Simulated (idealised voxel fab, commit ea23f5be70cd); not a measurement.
process module | voxel self aligned contacts
cross-section cut | 250 nm wide | cells 5 nm
A cross-section is a grid of square cells, given in bands from the top down. A band is one or more rows of cells.
Each band's line starts with the height of the band's top and of its bottom, in nm. Then come its materials from left to right, each with its width in nm. One material with "throughout" fills the band from edge to edge. "air" is empty space.
Height 0 is the level under which the wafer as received is all one material. The lowest band goes on downwards, as in "0 down".
A width such as "30 to 40" changes by the same amount from each row of cells to the next, from the band's top row to its bottom row.
"no change" after a step means that no cell of the cross-section changed.
closed voids: empty space of 8 cells or more with no open way to the top, each as width x height at its distance from the left edge, in nm
after a step's settings: what the simulator itself notes on the step
overlay nm, on a step with a mask: how far to the right of its planned place the mask lay; to the left if negative
plan
1 op RECEIVE | material Si
2 op CONFORMAL_DEP | material SiO2 | thk nm 5
3 op DIRECTIONAL_DEP | material polySi | thk nm 20
4 op DIRECTIONAL_DEP | material SiN | thk nm 20
5 op DIRECTIONAL_DEP | material aC | thk nm 15
6 op PATTERN | tone cover | mask id GATE | material resist | width nm 35 | pitch nm 70 | thk nm 35 | overlay nm 0
7 op DIRECTIONAL_ETCH | etch materials aC | depth nm 15
8 op STRIP | etch materials resist
9 op DIRECTIONAL_ETCH | etch materials SiN | depth nm 20
10 op DIRECTIONAL_ETCH | etch materials polySi | depth nm 20
11 op STRIP | etch materials aC
12 op CONFORMAL_DEP | material SiN | thk nm 5
13 op DIRECTIONAL_ETCH | etch materials SiN | depth nm 5
14 op FILL_DEP | material SiO2 | thk nm 10
15 op CMP | height nm 50
16 op DIRECTIONAL_DEP | material aC | thk nm 15
17 op PATTERN | tone open | mask id CONTACT | material resist | width nm 55 | thk nm 30 | overlay nm 0
18 op DIRECTIONAL_ETCH | etch materials aC | depth nm 15
19 op STRIP | etch materials resist
20 op DIRECTIONAL_ETCH | etch materials SiO2 | depth nm 50
21 op STRIP | etch materials aC
22 op CONFORMAL_DEP | material TiN | thk nm 5
23 op FILL_DEP | material W | thk nm 10
24 op CMP | height nm 50
25 op CONFORMAL_DEP | material SiCN | thk nm 5
first wafer, as planned
as received, after step 1
  0 down: Si throughout
  closed voids: none
after step 2
  5 to 0: SiO2 throughout
  below 0: unchanged
after step 3
  25 to 5: polySi throughout
  below 5: unchanged
after step 4
  45 to 25: SiN throughout
  below 25: unchanged
after step 5
  60 to 45: aC throughout
  below 45: unchanged
after step 6
  95 to 60: air 70 | resist 35 | air 35 | resist 35 | air 75
  below 60: unchanged
after step 7
  80 to 60: air 70 | resist 35 | air 35 | resist 35 | air 75
  60 to 45: air 70 | aC 35 | air 35 | aC 35 | air 75
  below 45: unchanged
after step 8
  60 to 45: air 70 | aC 35 | air 35 | aC 35 | air 75
  below 45: unchanged
after step 9
  60 to 45: air 70 | aC 35 | air 35 | aC 35 | air 75
  45 to 25: air 70 | SiN 35 | air 35 | SiN 35 | air 75
  below 25: unchanged
after step 10
  60 to 45: air 70 | aC 35 | air 35 | aC 35 | air 75
  45 to 25: air 70 | SiN 35 | air 35 | SiN 35 | air 75
  25 to 5: air 70 | polySi 35 | air 35 | polySi 35 | air 75
  below 5: unchanged
after step 11
  45 to 25: air 70 | SiN 35 | air 35 | SiN 35 | air 75
  below 25: unchanged
after step 12
  50 to 25: air 65 | SiN 45 | air 25 | SiN 45 | air 70
  25 to 10: air 65 | SiN 5 | polySi 35 | SiN 5 | air 25 | SiN 5 | polySi 35 | SiN 5 | air 70
  10 to 5: SiN 70 | polySi 35 | SiN 35 | polySi 35 | SiN 75
  below 5: unchanged
after step 13
  45 to 25: air 65 | SiN 45 | air 25 | SiN 45 | air 70
  25 to 5: air 65 | SiN 5 | polySi 35 | SiN 5 | air 25 | SiN 5 | polySi 35 | SiN 5 | air 70
  below 5: unchanged
after step 14
  55 to 45: SiO2 throughout
  45 to 25: SiO2 65 | SiN 45 | SiO2 25 | SiN 45 | SiO2 70
  25 to 5: SiO2 65 | SiN 5 | polySi 35 | SiN 5 | SiO2 25 | SiN 5 | polySi 35 | SiN 5 | SiO2 70
  below 5: unchanged
after step 15
  50 to 45: SiO2 throughout
  below 45: unchanged
after step 16
  65 to 50: aC throughout
  below 50: unchanged
after step 17
  95 to 65: resist 95 | air 55 | resist 100
  below 65: unchanged
after step 18
  80 to 65: resist 95 | air 55 | resist 100
  65 to 50: aC 95 | air 55 | aC 100
  below 50: unchanged
after step 19
  65 to 50: aC 95 | air 55 | aC 100
  below 50: unchanged
after step 20
  65 to 50: aC 95 | air 55 | aC 100
  50 to 45: SiO2 95 | air 55 | SiO2 100
  45 to 25: SiO2 65 | SiN 45 | air 25 | SiN 45 | SiO2 70
  25 to 5: SiO2 65 | SiN 5 | polySi 35 | SiN 5 | air 25 | SiN 5 | polySi 35 | SiN 5 | SiO2 70
  5 to 0: SiO2 110 | air 25 | SiO2 115
  below 0: unchanged
after step 21
  50 to 45: SiO2 95 | air 55 | SiO2 100
  below 45: unchanged
after step 22
  55 to 50: TiN 100 | air 45 | TiN 105
  50 to 45: SiO2 95 | TiN 20 | air 15 | TiN 20 | SiO2 100
  45 to 25: SiO2 65 | SiN 45 | TiN 5 | air 15 | TiN 5 | SiN 45 | SiO2 70
  25 to 5: SiO2 65 | SiN 5 | polySi 35 | SiN 5 | TiN 5 | air 15 | TiN 5 | SiN 5 | polySi 35 | SiN 5 | SiO2 70
  5 to 0: SiO2 110 | TiN 25 | SiO2 115
  below 0: unchanged
after step 23
  65 to 55: W throughout
  55 to 50: TiN 100 | W 45 | TiN 105
  50 to 45: SiO2 95 | TiN 20 | W 15 | TiN 20 | SiO2 100
  45 to 25: SiO2 65 | SiN 45 | TiN 5 | W 15 | TiN 5 | SiN 45 | SiO2 70
  25 to 5: SiO2 65 | SiN 5 | polySi 35 | SiN 5 | TiN 5 | W 15 | TiN 5 | SiN 5 | polySi 35 | SiN 5 | SiO2 70
  below 5: unchanged
after step 24
  50 to 45: SiO2 95 | TiN 20 | W 15 | TiN 20 | SiO2 100
  below 45: unchanged
after step 25
  55 to 50: SiCN throughout
  below 50: unchanged
second wafer: like start, like plan, one mistake. Through step 1 it matches the first wafer
when step 2 should have ended
  15 to 0: SiO2 throughout
  below 0: unchanged
when step 3 should have ended
  35 to 15: polySi throughout
  below 15: unchanged
when step 4 should have ended
  55 to 35: SiN throughout
  below 35: unchanged
when step 5 should have ended
  70 to 55: aC throughout
  below 55: unchanged
when step 6 should have ended
  105 to 70: air 70 | resist 35 | air 35 | resist 35 | air 75
  below 70: unchanged
when step 7 should have ended
  90 to 70: air 70 | resist 35 | air 35 | resist 35 | air 75
  70 to 55: air 70 | aC 35 | air 35 | aC 35 | air 75
  below 55: unchanged
when step 8 should have ended
  70 to 55: air 70 | aC 35 | air 35 | aC 35 | air 75
  below 55: unchanged
when step 9 should have ended
  70 to 55: air 70 | aC 35 | air 35 | aC 35 | air 75
  55 to 35: air 70 | SiN 35 | air 35 | SiN 35 | air 75
  below 35: unchanged
when step 10 should have ended
  70 to 55: air 70 | aC 35 | air 35 | aC 35 | air 75
  55 to 35: air 70 | SiN 35 | air 35 | SiN 35 | air 75
  35 to 15: air 70 | polySi 35 | air 35 | polySi 35 | air 75
  below 15: unchanged
when step 11 should have ended
  55 to 35: air 70 | SiN 35 | air 35 | SiN 35 | air 75
  below 35: unchanged
when step 12 should have ended
  60 to 35: air 65 | SiN 45 | air 25 | SiN 45 | air 70
  35 to 20: air 65 | SiN 5 | polySi 35 | SiN 5 | air 25 | SiN 5 | polySi 35 | SiN 5 | air 70
  20 to 15: SiN 70 | polySi 35 | SiN 35 | polySi 35 | SiN 75
  below 15: unchanged
when step 13 should have ended
  55 to 35: air 65 | SiN 45 | air 25 | SiN 45 | air 70
  35 to 15: air 65 | SiN 5 | polySi 35 | SiN 5 | air 25 | SiN 5 | polySi 35 | SiN 5 | air 70
  below 15: unchanged
when step 14 should have ended
  65 to 55: SiO2 throughout
  55 to 35: SiO2 65 | SiN 45 | SiO2 25 | SiN 45 | SiO2 70
  35 to 15: SiO2 65 | SiN 5 | polySi 35 | SiN 5 | SiO2 25 | SiN 5 | polySi 35 | SiN 5 | SiO2 70
  below 15: unchanged
when step 15 should have ended
  50 to 35: SiO2 65 | SiN 45 | SiO2 25 | SiN 45 | SiO2 70
  below 35: unchanged
when step 16 should have ended
  65 to 50: aC throughout
  below 50: unchanged
when step 17 should have ended
  95 to 65: resist 95 | air 55 | resist 100
  below 65: unchanged
when step 18 should have ended
  80 to 65: resist 95 | air 55 | resist 100
  65 to 50: aC 95 | air 55 | aC 100
  below 50: unchanged
when step 19 should have ended
  65 to 50: aC 95 | air 55 | aC 100
  below 50: unchanged
when step 20 should have ended
  65 to 50: aC 95 | air 55 | aC 100
  50 to 35: SiO2 65 | SiN 45 | air 25 | SiN 45 | SiO2 70
  35 to 15: SiO2 65 | SiN 5 | polySi 35 | SiN 5 | air 25 | SiN 5 | polySi 35 | SiN 5 | SiO2 70
  15 to 0: SiO2 110 | air 25 | SiO2 115
  below 0: unchanged
when step 21 should have ended
  50 to 35: SiO2 65 | SiN 45 | air 25 | SiN 45 | SiO2 70
  below 35: unchanged
when step 22 should have ended
  55 to 50: TiN 115 | air 15 | TiN 120
  50 to 35: SiO2 65 | SiN 45 | TiN 5 | air 15 | TiN 5 | SiN 45 | SiO2 70
  35 to 15: SiO2 65 | SiN 5 | polySi 35 | SiN 5 | TiN 5 | air 15 | TiN 5 | SiN 5 | polySi 35 | SiN 5 | SiO2 70
  15 to 5: SiO2 110 | TiN 5 | air 15 | TiN 5 | SiO2 115
  5 to 0: SiO2 110 | TiN 25 | SiO2 115
  below 0: unchanged
when step 23 should have ended
  65 to 55: W throughout
  55 to 50: TiN 115 | W 15 | TiN 120
  50 to 35: SiO2 65 | SiN 45 | TiN 5 | W 15 | TiN 5 | SiN 45 | SiO2 70
  35 to 15: SiO2 65 | SiN 5 | polySi 35 | SiN 5 | TiN 5 | W 15 | TiN 5 | SiN 5 | polySi 35 | SiN 5 | SiO2 70
  15 to 5: SiO2 110 | TiN 5 | W 15 | TiN 5 | SiO2 115
  below 5: unchanged
when step 24 should have ended
  50 to 35: SiO2 65 | SiN 45 | TiN 5 | W 15 | TiN 5 | SiN 45 | SiO2 70
  below 35: unchanged
when step 25 should have ended
  55 to 50: SiCN throughout
  below 50: unchanged
what went wrong: step 2 ran as: op CONFORMAL_DEP | material SiO2 | thk nm 15
at the end the second wafer has, in cells: 18 fewer of SiN | 24 more of SiO2 | 6 fewer of TiN
